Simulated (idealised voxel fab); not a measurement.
Process module in this document: voxel air gaps
Square cell edge 5 nm, section width 200 nm, ID cut.
Cross-section format: a grid of square cells, given as bands from top to bottom; each band is one or more rows of cells. What a band's entry tells you: where the top is and where the bottom is, as heights in nm, and after that what lies inside, material by material from left to right, each with its width in nm. Empty space is written as the word "air", and a single material marked with the word "edge to edge" occupies the band from edge to edge. Heights are expressed relative to 0, this being the level below which the as-received wafer comprises one material exclusively. The lowest band is unbounded in the downward direction and is denoted as in "0 nm and below". With a width like "30..40", each row of cells in the band differs from the next by the same amount, the top row carrying the first number and the bottom row the second. It should be understood that the words "no change occurred", when stated for a given step, signify that the cross-section underwent no change in any of its cells during that step. The entry "Completely sealed voids" lists the empty spaces that cover at least 8 cells and have no open path to the top. Each is written as width x height at distance, where the distance is measured from the left edge and all three values are in nm. On each step's line, the part that comes after the settings is the simulator's own comment on the step. overlay nm: right-of-plan distance of the mask on a masked step; negative values mean left-of-plan.
# The planned process steps are enumerated hereunder
1) RECEIVE [material Si]
2) CONFORMAL_DEP [material SiO2] [thk nm 15]
3) CONFORMAL_DEP [material SiCN] [thk nm 5]
4) DIRECTIONAL_DEP [material lowk] [thk nm 30]
5) PATTERN [tone open] [mask id LINES] [material resist] [width nm 20] [pitch nm 45] [thk nm 20] [overlay nm 0]
6) DIRECTIONAL_ETCH [etch materials lowk] [depth nm 30]
7) STRIP [etch materials resist]
8) CONFORMAL_DEP [material TiN] [thk nm 5]
9) FILL_DEP [material Ru] [thk nm 5]
10) CMP [height nm 50]
11) EPI [material Ru] [thk nm 10]
12) SELECTIVE_ETCH [etch materials lowk] [depth nm 40]
13) CONFORMAL_DEP [material SiCN] [thk nm 5]
# Step 1 complete: cross-section of the wafer as received
0 nm and below = Si edge to edge
Completely sealed voids: none
# Final cross-section, module run with one mistake (start and plan as above)
60 nm to 50 nm = 35 of air / 40 of Ru / 5 of air / 40 of Ru / 5 of air / 40 of Ru / 35 of air
50 nm to 25 nm = 45 of air / 5 of TiN / 10 of Ru / 5 of TiN / 25 of air / 5 of TiN / 10 of Ru / 5 of TiN / 25 of air / 5 of TiN / 10 of Ru / 5 of TiN / 45 of air
25 nm to 20 nm = 45 of air / 20 of TiN / 25 of air / 20 of TiN / 25 of air / 20 of TiN / 45 of air
20 nm to 15 nm = SiCN edge to edge
15 nm to 0 nm = SiO2 edge to edge
0 nm and below = Si edge to edge
Completely sealed voids: none
Against the plan, the run slipped here: plan step 13 was not performed, having been skipped
